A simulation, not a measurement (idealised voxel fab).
process module | voxel self aligned contacts
cross-section cut | 285 nm wide | cells 5 nm
A cross-section is a grid of square cells, given in bands from the top down. A band is one or more rows of cells.
Each band's line starts with the height of the band's top and of its bottom, in nm. Then come its materials from left to right, each with its width in nm. One material with "throughout" fills the band from edge to edge. "air" is empty space.
Height 0 is the level under which the wafer as received is all one material. The lowest band goes on downwards, as in "0 down".
A width such as "30 to 40" changes by the same amount from each row of cells to the next, from the band's top row to its bottom row.
"no change" after a step means that no cell of the cross-section changed.
closed voids: empty space of 8 cells or more with no open way to the top, each as width x height at its distance from the left edge, in nm
after a step's settings: what the simulator itself notes on the step
overlay nm, on a step with a mask: how far to the right of its planned place the mask lay; to the left if negative
plan
1 op RECEIVE | material Si
2 op OXIDIZE | depth nm 5
3 op DIRECTIONAL_DEP | material polySi | thk nm 30
4 op DIRECTIONAL_DEP | material SiN | thk nm 25
5 op PATTERN | tone cover | mask id GATE | material resist | width nm 35 | pitch nm 75 | thk nm 20 | overlay nm 0
6 op DIRECTIONAL_ETCH | etch materials SiN | depth nm 25
7 op DIRECTIONAL_ETCH | etch materials polySi | depth nm 30
8 op STRIP | etch materials resist
9 op CONFORMAL_DEP | material SiN | thk nm 10
10 op DIRECTIONAL_ETCH | etch materials SiN | depth nm 10
11 op FILL_DEP | material SiO2 | thk nm 20
12 op CMP | height nm 65
13 op PATTERN | tone open | mask id CONTACT | material resist | width nm 50 | pitch nm 75 | thk nm 15 | overlay nm 0
14 op DIRECTIONAL_ETCH | etch materials SiO2 | depth nm 70
15 op STRIP | etch materials resist
16 op CONFORMAL_DEP | material TiN | thk nm 5
17 op FILL_DEP | material W | thk nm 10
18 op CMP | height nm 65
19 op CONFORMAL_DEP | material SiN | thk nm 5
as received, after step 1
  0 down: Si throughout
  closed voids: none
a wafer at the end: this start, this plan, one mistake
  70 to 65: SiN throughout
  65 to 60: SiO2 80 | TiN 5 | W 40 | TiN 5 | SiO2 25 | TiN 5 | W 40 | TiN 5 | SiO2 80
  60 to 55: SiO2 80 | TiN 50 | SiO2 25 | TiN 50 | SiO2 80
  55 to 30: SiN 60 | SiO2 15 | SiN 60 | SiO2 15 | SiN 60 | SiO2 15 | SiN 60
  30 to 0: polySi 50 | SiN 10 | SiO2 15 | SiN 10 | polySi 40 | SiN 10 | SiO2 15 | SiN 10 | polySi 40 | SiN 10 | SiO2 15 | SiN 10 | polySi 50
  0 to -5: SiO2 throughout
  -5 down: Si throughout
  closed voids: none
what went wrong: step 5 ran as: op PATTERN | tone open | mask id GATE | material resist | width nm 35 | pitch nm 75 | thk nm 20 | overlay nm 0
